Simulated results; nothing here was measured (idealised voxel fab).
A process module follows: voxel capacitor over wiring.
Cross-section cut spans 255 nm and uses square cells 5 nm in size.
If you're reading a cross-section in this doc, picture square cells in a grid; it comes to you as bands, top ones listed first down to the bottom, and a band can be one or more rows of cells.
This entry defines a band. It first specifies the height of the band's top and the height of its bottom in nm, and then specifies the band's materials from left to right, stating each material with its width in nm. The word "full width" identifies a single material that fills the band from edge to edge, while the word "air" identifies empty space.
Height datum 0, below which the as-received substrate wafer is one material. Lowest band open at the bottom, running downward: "0 and below".
A two-number width, for instance "30->40", indicates that the width is equal to the first number in the top row of the band and to the second number in the bottom row, and that it changes by a constant amount per row of cells.
Given "no alterations made" for a step, no cell of the cross-section differs between before and after that step.
Look at "Voids, sealed" for the closed voids: empty spaces with no open path to the top, sized 8 cells or up. Each is width x height at distance, distance from the left edge, all nm.
Step line, after settings: the simulator's comment on this step.
overlay nm: where the mask lay relative to plan, measured to the right, on steps with a mask; negatives go left.
[The steps planned for the process are as follows]
1) RECEIVE [material Si]
2) CONFORMAL_DEP [material SiO2] [thk nm 10]
3) CONFORMAL_DEP [material SiCN] [thk nm 5]
4) DIRECTIONAL_DEP [material SiO2] [thk nm 20]
5) PATTERN [tone open] [mask id METAL_1] [material resist] [width nm 30] [pitch nm 95] [thk nm 20] [overlay nm 0]
6) DIRECTIONAL_ETCH [etch materials SiO2] [depth nm 20]
7) DIRECTIONAL_ETCH [etch materials SiCN] [depth nm 5]
8) STRIP [etch materials resist]
9) CONFORMAL_DEP [material TiN] [thk nm 5]
10) FILL_DEP [material Ru] [thk nm 5]
11) CMP [height nm 35]
12) CONFORMAL_DEP [material SiCN] [thk nm 5]
13) DIRECTIONAL_DEP [material SiO2] [thk nm 15]
14) PATTERN [tone open] [mask id PLUG_1] [material resist] [width nm 15] [thk nm 20] [overlay nm 0]
15) DIRECTIONAL_ETCH [etch materials SiO2] [depth nm 15]
16) DIRECTIONAL_ETCH [etch materials SiCN] [depth nm 5]
17) STRIP [etch materials resist]
18) EPI [material Ru] [thk nm 10]
19) EPI [material Ru] [thk nm 10]
20) DIRECTIONAL_DEP [material TiN] [thk nm 10]
21) DIRECTIONAL_DEP [material HfO2] [thk nm 5]
22) DIRECTIONAL_DEP [material TiN] [thk nm 10]
23) MASKED_ETCH [tone cover] [mask id UPPER_PLATE] [width nm 70] [etch materials TiN] [depth nm 10] [overlay nm 0]
24) MASKED_ETCH [tone cover] [mask id UPPER_PLATE] [width nm 70] [etch materials HfO2] [depth nm 5] [overlay nm 0]
25) DIRECTIONAL_DEP [material aC] [thk nm 15]
26) PATTERN [tone cover] [mask id LOWER_PLATE] [material resist] [width nm 80] [thk nm 35] [overlay nm 0]
27) DIRECTIONAL_ETCH [etch materials aC] [depth nm 15]
28) STRIP [etch materials resist]
29) DIRECTIONAL_ETCH [etch materials TiN] [depth nm 10]
30) STRIP [etch materials aC]
31) FILL_DEP [material SiO2] [thk nm 15]
32) CMP [height nm 90]
33) DIRECTIONAL_DEP [material aC] [thk nm 15]
34) PATTERN [tone open] [mask id PLUG_2] [material resist] [width nm 15] [thk nm 30] [overlay nm 0]
35) DIRECTIONAL_ETCH [etch materials aC] [depth nm 15]
36) STRIP [etch materials resist]
37) DIRECTIONAL_ETCH [etch materials SiO2] [depth nm 10]
38) STRIP [etch materials aC]
39) CONFORMAL_DEP [material TiN] [thk nm 5]
40) FILL_DEP [material W] [thk nm 10]
41) CMP [height nm 90]
42) CONFORMAL_DEP [material SiN] [thk nm 5]
[Wafer at receipt (post step 1), cross-section]
0 and below  Si full width
Voids, sealed: none
[Starting wafer: above. Plan: above. Run: one mistake. Cross-section after the module: below]
110 down to 105  SiN full width
105 down to 95  W full width
95 down to 90  TiN 95 nm, then W 5 nm, then TiN 155 nm
90 down to 85  SiO2 90 nm, then TiN 5 nm, then W 5 nm, then TiN 5 nm, then SiO2 150 nm
85 down to 80  SiO2 90 nm, then TiN 15 nm, then SiO2 150 nm
80 down to 70  SiO2 80 nm, then TiN 70 nm, then SiO2 105 nm
70 down to 65  SiO2 80 nm, then HfO2 70 nm, then SiO2 105 nm
65 down to 55  SiO2 75 nm, then TiN 80 nm, then SiO2 100 nm
55 down to 40  SiO2 80 nm, then Ru 15 nm, then SiO2 160 nm
40 down to 35  SiCN 80 nm, then Ru 15 nm, then SiCN 160 nm
35 down to 15  SiO2 65 nm, then TiN 5 nm, then Ru 20 nm, then TiN 5 nm, then SiO2 65 nm, then TiN 5 nm, then Ru 20 nm, then TiN 5 nm, then SiO2 65 nm
15 down to 10  SiCN 65 nm, then TiN 30 nm, then SiCN 65 nm, then TiN 30 nm, then SiCN 65 nm
10 down to 0  SiO2 full width
0 and below  Si full width
Voids, sealed: none
What was done differently from what was planned? not run: step 41 of the plan (skipped)
